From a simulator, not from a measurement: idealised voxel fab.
process module | voxel self aligned contacts
cross-section cut | 145 nm wide | cells 5 nm
A cross-section is a grid of square cells, given in bands from the top down. A band is one or more rows of cells.
Each band's line starts with the height of the band's top and of its bottom, in nm. Then come its materials from left to right, each with its width in nm. One material with "throughout" fills the band from edge to edge. "air" is empty space.
Height 0 is the level under which the wafer as received is all one material. The lowest band goes on downwards, as in "0 down".
A width such as "30 to 40" changes by the same amount from each row of cells to the next, from the band's top row to its bottom row.
"no change" after a step means that no cell of the cross-section changed.
closed voids: empty space of 8 cells or more with no open way to the top, each as width x height at its distance from the left edge, in nm
after a step's settings: what the simulator itself notes on the step
overlay nm, on a step with a mask: how far to the right of its planned place the mask lay; to the left if negative
plan
1 op RECEIVE | material Si
2 op CONFORMAL_DEP | material SiO2 | thk nm 5
3 op DIRECTIONAL_DEP | material polySi | thk nm 20
4 op DIRECTIONAL_DEP | material SiN | thk nm 25
5 op PATTERN | tone cover | mask id GATE | material resist | width nm 30 | pitch nm 70 | thk nm 15 | overlay nm 0
6 op DIRECTIONAL_ETCH | etch materials SiN | depth nm 25
7 op DIRECTIONAL_ETCH | etch materials polySi | depth nm 20
8 op STRIP | etch materials resist
9 op CONFORMAL_DEP | material SiN | thk nm 10
10 op DIRECTIONAL_ETCH | etch materials SiN | depth nm 10
11 op FILL_DEP | material SiO2 | thk nm 15
12 op CMP | height nm 55
13 op MASKED_ETCH | tone open | mask id CONTACT | width nm 50 | etch materials SiO2 | depth nm 55 | overlay nm 0
14 op CONFORMAL_DEP | material TiN | thk nm 5
15 op FILL_DEP | material W | thk nm 10
16 op CMP | height nm 55
17 op CONFORMAL_DEP | material SiCN | thk nm 5
as received, after step 1
  0 down: Si throughout
  closed voids: none
a wafer at the end: this start, this plan, one mistake
  60 to 55: SiCN throughout
  55 to 50: SiO2 50 | TiN 15 | W 10 | TiN 25 | SiO2 45
  50 to 25: SiO2 10 | SiN 50 | TiN 5 | W 10 | TiN 5 | SiN 50 | SiO2 15
  25 to 5: SiO2 10 | SiN 10 | polySi 30 | SiN 10 | TiN 5 | W 10 | TiN 5 | SiN 10 | polySi 30 | SiN 10 | SiO2 15
  5 to 0: SiO2 60 | TiN 20 | SiO2 65
  0 down: Si throughout
  closed voids: none
what went wrong: step 13 ran as: op MASKED_ETCH | tone open | mask id CONTACT | width nm 50 | etch materials SiO2 | depth nm 55 | overlay nm 5
